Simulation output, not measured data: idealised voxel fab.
The process module presented herein is designated voxel self aligned contacts.
The width of the displayed cross-section, cut, is 225 nm; its cells are square, with a size of 5 nm.
Cross-section layout: square cells on a grid; listed as bands, top to bottom; a band spans one or more cell rows.
Band entry format. Leading values: height of top, height of bottom, nm. Remainder: materials in left-to-right order, each with its width in nm. Special words: "all across" on a single material, which then fills the band edge to edge; "air", empty space.
Note: height 0 marks the level under which the wafer is uniformly one material as received. Lowest band unbounded below, written "z 0 and below".
A width given as "30..40" starts at the first number in the band's top row and ends at the second number in its bottom row, shifting by an equal amount at every step from row to row.
Where a step carries "no alteration", the cross-section came out of it unchanged, cell for cell.
The entry titled "Enclosed internal voids" provides the empty spaces that have no open way to the top, restricted to those of 8 cells or more. Each is presented as width x height at distance, the distance being measured from the left edge, with all three in nm.
The remark found on a step's line after its settings is issued by the simulator itself and pertains to that step.
On any step carrying a mask, the "overlay nm" setting, if present on the step's line, tells how far right of its planned place the mask lay; negative values point to the left.

# The process steps that were planned are listed below
1: RECEIVE: material Si
2: CONFORMAL_DEP: material SiO2, thk nm 5
3: DIRECTIONAL_DEP: material polySi, thk nm 30
4: DIRECTIONAL_DEP: material SiN, thk nm 15
5: DIRECTIONAL_DEP: material aC, thk nm 15
6: PATTERN: tone cover, mask id GATE, material resist, width nm 30, pitch nm 65, thk nm 35, overlay nm 0
7: DIRECTIONAL_ETCH: etch materials aC, depth nm 15
8: STRIP: etch materials resist
9: DIRECTIONAL_ETCH: etch materials SiN, depth nm 15
10: DIRECTIONAL_ETCH: etch materials polySi, depth nm 30
11: STRIP: etch materials aC
12: CONFORMAL_DEP: material SiN, thk nm 5
13: DIRECTIONAL_ETCH: etch materials SiN, depth nm 5
14: FILL_DEP: material SiO2, thk nm 15
15: CMP: height nm 55
16: MASKED_ETCH: tone open, mask id CONTACT, width nm 45, etch materials SiO2, depth nm 55, overlay nm 0
17: CONFORMAL_DEP: material TiN, thk nm 5
18: FILL_DEP: material W, thk nm 5
19: CMP: height nm 55
20: CONFORMAL_DEP: material SiN, thk nm 5

# Incoming wafer in cross-section (state: after step 1)
> z 0 and below = Si all across
> Enclosed internal voids: none

# Cross-section at module end, one run error; start and plan unchanged from above
> z 60 to 55 = SiN all across
> z 55 to 50 = 95 SiO2, 10 TiN, 15 W, 20 TiN, 85 SiO2
> z 50 to 35 = 60 SiO2, 40 SiN, 5 TiN, 15 W, 5 TiN, 40 SiN, 60 SiO2
> z 35 to 5 = 60 SiO2, 5 SiN, 30 polySi, 5 SiN, 5 TiN, 15 W, 5 TiN, 5 SiN, 30 polySi, 5 SiN, 60 SiO2
> z 5 to 0 = 100 SiO2, 25 TiN, 100 SiO2
> z 0 and below = Si all across
> Enclosed internal voids: none
Heads up, the wafer didn't run the way we planned it: step 16 was processed under conditions differing from the plan, specifically as MASKED_ETCH: tone open, mask id CONTACT, width nm 45, etch materials SiO2, depth nm 55, overlay nm 5
